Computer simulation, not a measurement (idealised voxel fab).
process module | voxel double patterning
cross-section cut | 200 nm wide | cells 5 nm
A cross-section is a grid of square cells, given in bands from the top down. A band is one or more rows of cells.
Each band's line starts with the height of the band's top and of its bottom, in nm. Then come its materials from left to right, each with its width in nm. One material with "throughout" fills the band from edge to edge. "air" is empty space.
Height 0 is the level under which the wafer as received is all one material. The lowest band goes on downwards, as in "0 down".
A width such as "30 to 40" changes by the same amount from each row of cells to the next, from the band's top row to its bottom row.
"no change" after a step means that no cell of the cross-section changed.
closed voids: empty space of 8 cells or more with no open way to the top, each as width x height at its distance from the left edge, in nm
after a step's settings: what the simulator itself notes on the step
overlay nm, on a step with a mask: how far to the right of its planned place the mask lay; to the left if negative
plan
1 op RECEIVE | material Si
2 op CONFORMAL_DEP | material SiO2 | thk nm 10
3 op DIRECTIONAL_DEP | material TiN | thk nm 15
4 op DIRECTIONAL_DEP | material SiCN | thk nm 10
5 op DIRECTIONAL_DEP | material aC | thk nm 15
6 op PATTERN | tone open | mask id FIRST | material resist | width nm 15 | pitch nm 50 | thk nm 35 | overlay nm 0
7 op DIRECTIONAL_ETCH | etch materials aC | depth nm 15
8 op STRIP | etch materials resist
9 op DIRECTIONAL_ETCH | etch materials SiCN | depth nm 10
10 op STRIP | etch materials aC
11 op PATTERN | tone open | mask id SECOND | material resist | width nm 15 | pitch nm 50 | thk nm 20 | overlay nm 0
12 op DIRECTIONAL_ETCH | etch materials SiCN | depth nm 10
13 op STRIP | etch materials resist
14 op DIRECTIONAL_ETCH | etch materials TiN | depth nm 15
15 op STRIP | etch materials SiCN
as received, after step 1
  0 down: Si throughout
  closed voids: none
first wafer at the end, as planned
  25 to 10: TiN 40 | air 15 | TiN 10 | air 15 | TiN 10 | air 15 | TiN 10 | air 15 | TiN 10 | air 15 | TiN 45
  10 to 0: SiO2 throughout
  0 down: Si throughout
  closed voids: none
second wafer at the end: like start, like plan, one mistake
  25 to 10: TiN 45 | air 15 | TiN 5 | air 15 | TiN 15 | air 15 | TiN 5 | air 15 | TiN 15 | air 15 | TiN 40
  10 to 0: SiO2 throughout
  0 down: Si throughout
  closed voids: none
what went wrong: step 6 ran as: op PATTERN | tone open | mask id FIRST | material resist | width nm 15 | pitch nm 50 | thk nm 35 | overlay nm 5
at the end the second wafer has, in cells: as many of each material as the first, in other places
